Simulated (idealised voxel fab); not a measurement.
process module | voxel released beams
cross-section cut | 240 nm wide | cells 5 nm
A cross-section is a grid of square cells, given in bands from the top down. A band is one or more rows of cells.
Each band's line starts with the height of the band's top and of its bottom, in nm. Then come its materials from left to right, each with its width in nm. One material with "throughout" fills the band from edge to edge. "air" is empty space.
Height 0 is the level under which the wafer as received is all one material. The lowest band goes on downwards, as in "0 down".
A width such as "30 to 40" changes by the same amount from each row of cells to the next, from the band's top row to its bottom row.
"no change" after a step means that no cell of the cross-section changed.
closed voids: empty space of 8 cells or more with no open way to the top, each as width x height at its distance from the left edge, in nm
after a step's settings: what the simulator itself notes on the step
overlay nm, on a step with a mask: how far to the right of its planned place the mask lay; to the left if negative
plan
1 op RECEIVE | material Si
2 op CONFORMAL_DEP | material Al2O3 | thk nm 5
3 op DIRECTIONAL_DEP | material SiO2 | thk nm 20
4 op MASKED_ETCH | tone open | mask id ANCHOR | width nm 25 | etch materials SiO2 | depth nm 20 | overlay nm 0
5 op CONFORMAL_DEP | material polySi | thk nm 10
6 op MASKED_ETCH | tone cover | mask id BEAM | width nm 110 | etch materials polySi | depth nm 10 | overlay nm 0
7 op STRIP | etch materials SiO2
as received, after step 1
  0 down: Si throughout
  closed voids: none
first wafer at the end, as planned
  35 to 25: air 60 | polySi 15 | air 5 | polySi 90 | air 70
  25 to 15: air 65 | polySi 10 | air 5 | polySi 10 | air 150
  15 to 5: air 65 | polySi 25 | air 150
  5 to 0: Al2O3 throughout
  0 down: Si throughout
  closed voids: none
second wafer at the end: like start, like plan, one mistake
  35 to 25: air 60 | polySi 110 | air 70
  25 to 20: Al2O3 throughout
  20 to 0: SiO2 throughout
  0 down: Si throughout
  closed voids: none
what went wrong: steps 2 and 3 were swapped
at the end the second wafer has, in cells: 192 more of SiO2 | 16 fewer of polySi
